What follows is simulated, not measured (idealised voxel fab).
Module name: voxel self aligned contacts (process module)
cross-section cut | 270 nm wide | cells 5 nm
In this document a cross-section is written as a grid of square cells. It is given as a series of bands, listed from the top down, and a band is one or more rows of cells.
Basically the band line says how high the top is and how high the bottom is, in nm, and then what's in it from left to right, every material with its width in nm. Empty space shows up as "blank", and if a single material carries "everywhere" it runs the full band edge to edge.
Convention: height 0 is the level below which the wafer, as received, is all one material. The lowest band does not terminate at the bottom but continues downward, represented as "z 0 and below".
You'd read "30->40" like this: the band's top row of cells is as wide as the first number, its bottom row is as wide as the second, and going down, every row changes width by the same amount as the row before did.
Reading "changes: none" for a step: not a cell of the cross-section changed in it.
So "Sealed internal cavities" is basically the list of trapped voids: any empty space of 8 cells or more that can't reach the top through an opening. They're written width x height at distance, the distance being from the left edge, and it's all nm.
Whatever follows a step's settings on its line is a remark the simulator itself makes about that step.
"overlay nm" on a masked step: distance the mask lay right of its planned place, negative for left.
-- The steps planned for the process are as follows
1. RECEIVE,material Si
2. CONFORMAL_DEP,material SiO2,thk nm 5
3. DIRECTIONAL_DEP,material polySi,thk nm 30
4. DIRECTIONAL_DEP,material SiN,thk nm 15
5. MASKED_ETCH,tone cover,mask id GATE,width nm 25,pitch nm 55,etch materials SiN,depth nm 15,overlay nm 0
6. MASKED_ETCH,tone cover,mask id GATE,width nm 25,pitch nm 55,etch materials polySi,depth nm 30,overlay nm 0
7. CONFORMAL_DEP,material SiN,thk nm 5
8. DIRECTIONAL_ETCH,etch materials SiN,depth nm 5
9. FILL_DEP,material SiO2,thk nm 10
10. CMP,height nm 55
11. DIRECTIONAL_DEP,material aC,thk nm 15
12. PATTERN,tone open,mask id CONTACT,material resist,width nm 40,thk nm 30,overlay nm 0
13. DIRECTIONAL_ETCH,etch materials aC,depth nm 15
14. STRIP,etch materials resist
15. DIRECTIONAL_ETCH,etch materials SiO2,depth nm 55
16. STRIP,etch materials aC
17. CONFORMAL_DEP,material TiN,thk nm 5
18. FILL_DEP,material W,thk nm 10
19. CMP,height nm 55
20. CONFORMAL_DEP,material SiN,thk nm 5
-- Cross-section: wafer on arrival = after step 1
z 0 and below: Si everywhere
Sealed internal cavities: none
-- The first of two wafers, cross-sectioned at the end of the module, with the run proceeding as planned
z 60 to 55: SiN everywhere
z 55 to 50: 115 nm SiO2  15 nm TiN  10 nm W  15 nm TiN  115 nm SiO2
z 50 to 35: 90 nm SiO2  35 nm SiN  5 nm TiN  10 nm W  5 nm TiN  35 nm SiN  90 nm SiO2
z 35 to 5: 90 nm SiO2  5 nm SiN  25 nm polySi  5 nm SiN  5 nm TiN  10 nm W  5 nm TiN  5 nm SiN  25 nm polySi  5 nm SiN  90 nm SiO2
z 5 to 0: 125 nm SiO2  20 nm TiN  125 nm SiO2
z 0 and below: Si everywhere
Sealed internal cavities: none
-- Cross-section, wafer two of two, end of module: same start and plan as wafer one, one error in execution
z 60 to 55: SiN everywhere
z 55 to 50: 115 nm SiO2  25 nm TiN  10 nm W  5 nm TiN  115 nm SiO2
z 50 to 40: 100 nm SiO2  35 nm SiN  5 nm TiN  10 nm W  5 nm TiN  35 nm SiN  80 nm SiO2
z 40 to 35: 100 nm SiO2  35 nm SiN  20 nm TiN  35 nm SiN  80 nm SiO2
z 35 to 5: 90 nm SiO2  5 nm SiN  35 nm polySi  5 nm SiN  10 nm TiN  5 nm SiN  35 nm polySi  5 nm SiN  80 nm SiO2
z 5 to 0: 135 nm SiO2  10 nm TiN  125 nm SiO2
z 0 and below: Si everywhere
Sealed internal cavities: none
Against the plan, the run slipped here: step 5 changed vs plan, executed as MASKED_ETCH,tone cover,mask id GATE,width nm 25,pitch nm 55,etch materials SiN,depth nm 15,overlay nm 10
It is noted that, at the conclusion of processing, the second wafer exhibits a higher or lower cell count for certain materials relative to the first: SiO2 -10; W -14; polySi +24
